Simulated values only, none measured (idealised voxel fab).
The document below concerns the process module designated voxel capacitor over wiring.
Cross-section cut spans 235 nm and uses square cells 5 nm in size.
A cross-section is written here as square cells arranged in a grid, and it is given in bands from the top down, each band taking up one or more rows of cells.
Top, bottom (nm), then materials left to right with widths (nm); lone material tagged "all across" fills the whole band edge to edge; "empty" = empty space.
The level at which height equals 0 is the one under which the wafer, as it arrives, is entirely one material. No lower edge exists for the bottom band, which continues downward and is notated as in "z 0 and below".
Per-row width for "30..40": begins at first number (top row of band), ends at second number (bottom row), increment between rows held constant.
The designation "nothing got changed", where it is given for a processing step, indicates that no cell of the cross-section was altered in the course of that step.
If an empty space has no open way to the top and is at least 8 cells in size, "Enclosed internal voids" lists it, written width x height at distance, where distance is measured from the left edge and every value is in nm.
Read whatever lies past the settings on a step's line as the simulator's own remark about the step.
"overlay nm" denotes, for a step that has a mask, the displacement of the mask to the right of its planned place, with negative values corresponding to the left.
### Here's what the planned process steps look like
1: RECEIVE (material Si)
2: CONFORMAL_DEP (material SiO2; thk nm 10)
3: CONFORMAL_DEP (material SiCN; thk nm 5)
4: DIRECTIONAL_DEP (material SiO2; thk nm 15)
5: DIRECTIONAL_DEP (material aC; thk nm 15)
6: PATTERN (tone open; mask id METAL_1; material resist; width nm 20; pitch nm 80; thk nm 35; overlay nm 0)
7: DIRECTIONAL_ETCH (etch materials aC; depth nm 15)
8: STRIP (etch materials resist)
9: DIRECTIONAL_ETCH (etch materials SiO2; depth nm 15)
10: DIRECTIONAL_ETCH (etch materials SiCN; depth nm 5)
11: STRIP (etch materials aC)
12: CONFORMAL_DEP (material TiN; thk nm 5)
13: FILL_DEP (material Cu; thk nm 5)
14: CMP (height nm 30)
15: CONFORMAL_DEP (material SiCN; thk nm 5)
16: DIRECTIONAL_DEP (material SiO2; thk nm 15)
17: PATTERN (tone open; mask id PLUG_1; material resist; width nm 15; thk nm 15; overlay nm 0)
18: DIRECTIONAL_ETCH (etch materials SiO2; depth nm 15)
19: DIRECTIONAL_ETCH (etch materials SiCN; depth nm 5)
20: STRIP (etch materials resist)
21: CONFORMAL_DEP (material TiN; thk nm 5)
22: FILL_DEP (material W; thk nm 10)
23: CMP (height nm 50)
24: DIRECTIONAL_DEP (material TiN; thk nm 10)
25: DIRECTIONAL_DEP (material HfO2; thk nm 5)
26: DIRECTIONAL_DEP (material TiN; thk nm 5)
27: PATTERN (tone cover; mask id UPPER_PLATE; material resist; width nm 65; thk nm 20; overlay nm 0)
28: DIRECTIONAL_ETCH (etch materials TiN; depth nm 5)
29: DIRECTIONAL_ETCH (etch materials HfO2; depth nm 5)
30: STRIP (etch materials resist)
31: PATTERN (tone cover; mask id LOWER_PLATE; material resist; width nm 75; thk nm 20; overlay nm 0)
32: DIRECTIONAL_ETCH (etch materials TiN; depth nm 10)
33: STRIP (etch materials resist)
34: FILL_DEP (material SiO2; thk nm 20)
35: CMP (height nm 85)
36: PATTERN (tone open; mask id PLUG_2; material resist; width nm 15; thk nm 15; overlay nm -15)
37: DIRECTIONAL_ETCH (etch materials SiO2; depth nm 15)
38: STRIP (etch materials resist)
39: CONFORMAL_DEP (material TiN; thk nm 5)
40: FILL_DEP (material W; thk nm 10)
41: CMP (height nm 85)
42: CONFORMAL_DEP (material SiN; thk nm 5)
Variable across wafers: step 36 overlay nm (plan value is that of the first wafer; starting state common to all).
### As-received cross-section, first of several wafers, post step 1
	z 0 and below | Si all across
	Enclosed internal voids: none
### Cross-sectional representation of the first of several wafers at the end of the module, i.e. after its terminal step, step 42
	z 90 to 85 | SiN all across
	z 85 to 75 | SiO2 65 | TiN 5 | W 5 | TiN 5 | SiO2 155
	z 75 to 65 | SiO2 65..70 | TiN 15..65 | SiO2 155..100
	z 65 to 60 | SiO2 70 | HfO2 65 | SiO2 100
	z 60 to 50 | SiO2 65 | TiN 75 | SiO2 95
	z 50 to 35 | SiO2 70 | TiN 5 | W 5 | TiN 5 | SiO2 150
	z 35 to 30 | SiCN 70 | TiN 15 | SiCN 150
	z 30 to 15 | SiO2 65 | TiN 5 | Cu 10 | TiN 5 | SiO2 60 | TiN 5 | Cu 10 | TiN 5 | SiO2 70
	z 15 to 10 | SiCN 65 | TiN 20 | SiCN 60 | TiN 20 | SiCN 70
	z 10 to 0 | SiO2 all across
	z 0 and below | Si all across
	Enclosed internal voids: none
### Sectional view of the last wafer upon completion of the module
	z 90 to 85 | SiN all across
	z 85 to 75 | SiO2 95 | TiN 5 | W 5 | TiN 5 | SiO2 125
	z 75 to 65 | SiO2 95..70 | TiN 15..65 | SiO2 125..100
	z 65 to 60 | SiO2 70 | HfO2 65 | SiO2 100
	z 60 to 50 | SiO2 65 | TiN 75 | SiO2 95
	z 50 to 35 | SiO2 70 | TiN 5 | W 5 | TiN 5 | SiO2 150
	z 35 to 30 | SiCN 70 | TiN 15 | SiCN 150
	z 30 to 15 | SiO2 65 | TiN 5 | Cu 10 | TiN 5 | SiO2 60 | TiN 5 | Cu 10 | TiN 5 | SiO2 70
	z 15 to 10 | SiCN 65 | TiN 20 | SiCN 60 | TiN 20 | SiCN 70
	z 10 to 0 | SiO2 all across
	z 0 and below | Si all across
	Enclosed internal voids: none
### Gained (+) or lost (-) cells of each material since receipt, then closed voids: one row per wafer, at the end of the module
overlay nm -15, +12 Cu, +13 HfO2, +83 SiCN, +47 SiN, +607 SiO2, +79 TiN, +5 W, Enclosed internal voids: none
overlay nm -10, +12 Cu, +13 HfO2, +83 SiCN, +47 SiN, +607 SiO2, +79 TiN, +5 W, Enclosed internal voids: none
overlay nm -5, +12 Cu, +13 HfO2, +83 SiCN, +47 SiN, +607 SiO2, +79 TiN, +5 W, Enclosed internal voids: none
overlay nm 0, +12 Cu, +13 HfO2, +83 SiCN, +47 SiN, +607 SiO2, +79 TiN, +5 W, Enclosed internal voids: none
overlay nm 5, +12 Cu, +13 HfO2, +83 SiCN, +47 SiN, +607 SiO2, +79 TiN, +5 W, Enclosed internal voids: none
overlay nm 10, +12 Cu, +13 HfO2, +83 SiCN, +47 SiN, +607 SiO2, +79 TiN, +5 W, Enclosed internal voids: none
overlay nm 15, +12 Cu, +13 HfO2, +83 SiCN, +47 SiN, +607 SiO2, +79 TiN, +5 W, Enclosed internal voids: none
